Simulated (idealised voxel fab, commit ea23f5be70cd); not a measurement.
process module | voxel air gaps
cross-section cut | 155 nm wide | cells 5 nm
A cross-section is a grid of square cells, given in bands from the top down. A band is one or more rows of cells.
Each band's line starts with the height of the band's top and of its bottom, in nm. Then come its materials from left to right, each with its width in nm. One material with "throughout" fills the band from edge to edge. "air" is empty space.
Height 0 is the level under which the wafer as received is all one material. The lowest band goes on downwards, as in "0 down".
A width such as "30 to 40" changes by the same amount from each row of cells to the next, from the band's top row to its bottom row.
"no change" after a step means that no cell of the cross-section changed.
closed voids: empty space of 8 cells or more with no open way to the top, each as width x height at its distance from the left edge, in nm
after a step's settings: what the simulator itself notes on the step
overlay nm, on a step with a mask: how far to the right of its planned place the mask lay; to the left if negative
plan
1 op RECEIVE | material Si
2 op CONFORMAL_DEP | material SiO2 | thk nm 15
3 op CONFORMAL_DEP | material SiN | thk nm 5
4 op DIRECTIONAL_DEP | material lowk | thk nm 35
5 op DIRECTIONAL_DEP | material aC | thk nm 10
6 op PATTERN | tone open | mask id LINES | material resist | width nm 15 | pitch nm 40 | thk nm 30 | overlay nm 0
7 op DIRECTIONAL_ETCH | etch materials aC | depth nm 10
8 op STRIP | etch materials resist
9 op DIRECTIONAL_ETCH | etch materials lowk | depth nm 35
10 op STRIP | etch materials aC
11 op CONFORMAL_DEP | material TiN | thk nm 5
12 op FILL_DEP | material Ru | thk nm 5
13 op CMP | height nm 55
14 op EPI | material Ru | thk nm 10
15 op SELECTIVE_ETCH | etch materials lowk | depth nm 45
16 op CONFORMAL_DEP | material SiN | thk nm 5
as received, after step 1
  0 down: Si throughout
  closed voids: none
first wafer at the end, as planned
  70 to 65: air 15 | SiN 125 | air 15
  65 to 55: air 15 | SiN 5 | Ru 35 | SiN 5 | Ru 35 | SiN 5 | Ru 35 | SiN 5 | air 15
  55 to 50: air 15 | SiN 15 | TiN 5 | Ru 5 | TiN 5 | SiN 25 | TiN 5 | Ru 5 | TiN 5 | SiN 25 | TiN 5 | Ru 5 | TiN 5 | SiN 15 | air 15
  50 to 25: air 25 | SiN 5 | TiN 5 | Ru 5 | TiN 5 | SiN 5 | air 15 | SiN 5 | TiN 5 | Ru 5 | TiN 5 | SiN 5 | air 15 | SiN 5 | TiN 5 | Ru 5 | TiN 5 | SiN 5 | air 25
  25 to 20: SiN 30 | TiN 15 | SiN 25 | TiN 15 | SiN 25 | TiN 15 | SiN 30
  20 to 15: SiN throughout
  15 to 0: SiO2 throughout
  0 down: Si throughout
  closed voids: 15 x 25 at 50; 15 x 25 at 90
second wafer at the end: like start, like plan, one mistake
  70 to 65: air 15 | SiN 125 | air 15
  65 to 55: air 15 | SiN 5 | Ru 35 | SiN 5 | Ru 35 | SiN 5 | Ru 35 | SiN 5 | air 15
  55 to 50: air 15 | SiN 15 | TiN 5 | Ru 5 | TiN 5 | SiN 25 | TiN 5 | Ru 5 | TiN 5 | SiN 25 | TiN 5 | Ru 5 | TiN 5 | SiN 15 | air 15
  50 to 25: air 25 | SiN 5 | TiN 5 | Ru 5 | TiN 5 | SiN 5 | air 15 | SiN 5 | TiN 5 | Ru 5 | TiN 5 | SiN 5 | air 15 | SiN 5 | TiN 5 | Ru 5 | TiN 5 | SiN 5 | air 25
  25 to 20: SiN 30 | TiN 15 | SiN 25 | TiN 15 | SiN 25 | TiN 15 | SiN 30
  20 to 0: SiN throughout
  0 down: Si throughout
  closed voids: 15 x 25 at 50; 15 x 25 at 90
what went wrong: step 2 ran as: op CONFORMAL_DEP | material SiN | thk nm 15
at the end the second wafer has, in cells: 93 more of SiN | 93 fewer of SiO2
